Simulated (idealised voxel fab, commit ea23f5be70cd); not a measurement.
Title: Process Module voxel double patterning
It is cross-section cut that appears here, measuring 240 nm in width, its square cells being 5 nm in size.
For the purposes of this document, a cross-section shall be understood as a grid of square cells, specified as bands listed in top-to-bottom order, each band consisting of one or more rows of cells.
What a band's entry tells you: where the top is and where the bottom is, as heights in nm, and after that what lies inside, material by material from left to right, each with its width in nm. Empty space is written as the word "air", and a single material marked with the word "everywhere" occupies the band from edge to edge.
For the purposes of this specification, 0 denotes the height below which the wafer in its as-received condition is composed wholly of one material, and the lowermost band, lacking a lower limit, extends downward without end, as expressed in "z 0 and below".
A two-number width, for instance "30..40", indicates that the width is equal to the first number in the top row of the band and to the second number in the bottom row, and that it changes by a constant amount per row of cells.
For the purposes of this document, the phrase "nothing was modified" attached to a step denotes that no cell within the cross-section was modified by that step.
If an empty space has no open way to the top and is at least 8 cells in size, "Fully sealed voids" lists it, written width x height at distance, where distance is measured from the left edge and every value is in nm.
Where a step's line continues beyond its settings, the continuation is a remark by the simulator itself on that step.
overlay nm: on a step with a mask, how far right of its planned place the mask lay; negative means left.

## Below is the list of planned process steps
1,RECEIVE,material Si
2,CONFORMAL_DEP,material SiO2,thk nm 5
3,DIRECTIONAL_DEP,material TiN,thk nm 10
4,DIRECTIONAL_DEP,material SiN,thk nm 10
5,PATTERN,tone open,mask id FIRST,material resist,width nm 15,pitch nm 50,thk nm 15,overlay nm 0
6,DIRECTIONAL_ETCH,etch materials SiN,depth nm 10
7,STRIP,etch materials resist
8,PATTERN,tone open,mask id SECOND,material resist,width nm 15,thk nm 15,overlay nm 0
9,DIRECTIONAL_ETCH,etch materials SiN,depth nm 10
10,STRIP,etch materials resist
11,DIRECTIONAL_ETCH,etch materials TiN,depth nm 20
12,STRIP,etch materials SiN
Wafer-to-wafer difference: thk nm, step 3. Common start. Plan = first wafer's value.

## First of several wafers (as received, post step 1), cross-sectional view
  z 0 and below: Si everywhere
  Fully sealed voids: none

## First of several wafers: cross-section at the end of the module, after step 12, its last step
  z 15 to 5: TiN=85, air=15, TiN=10, air=15, TiN=10, air=15, TiN=90
  z 5 to 0: SiO2 everywhere
  z 0 and below: Si everywhere
  Fully sealed voids: none

## End of module, last wafer sectioned
  z 40 to 20: TiN=85, air=15, TiN=10, air=15, TiN=10, air=15, TiN=90
  z 20 to 5: TiN everywhere
  z 5 to 0: SiO2 everywhere
  z 0 and below: Si everywhere
  Fully sealed voids: none

## Every row in this table is a wafer at the end of the module, and it gives, for each of the materials, the cells that wafer has gained (+) or lost (-) since it was received, then its closed voids
thk nm 10 | +48 SiO2 | +78 TiN | Fully sealed voids: none
thk nm 15 | +48 SiO2 | +117 TiN | Fully sealed voids: none
thk nm 20 | +48 SiO2 | +156 TiN | Fully sealed voids: none
thk nm 25 | +48 SiO2 | +204 TiN | Fully sealed voids: none
thk nm 30 | +48 SiO2 | +252 TiN | Fully sealed voids: none
thk nm 35 | +48 SiO2 | +300 TiN | Fully sealed voids: none
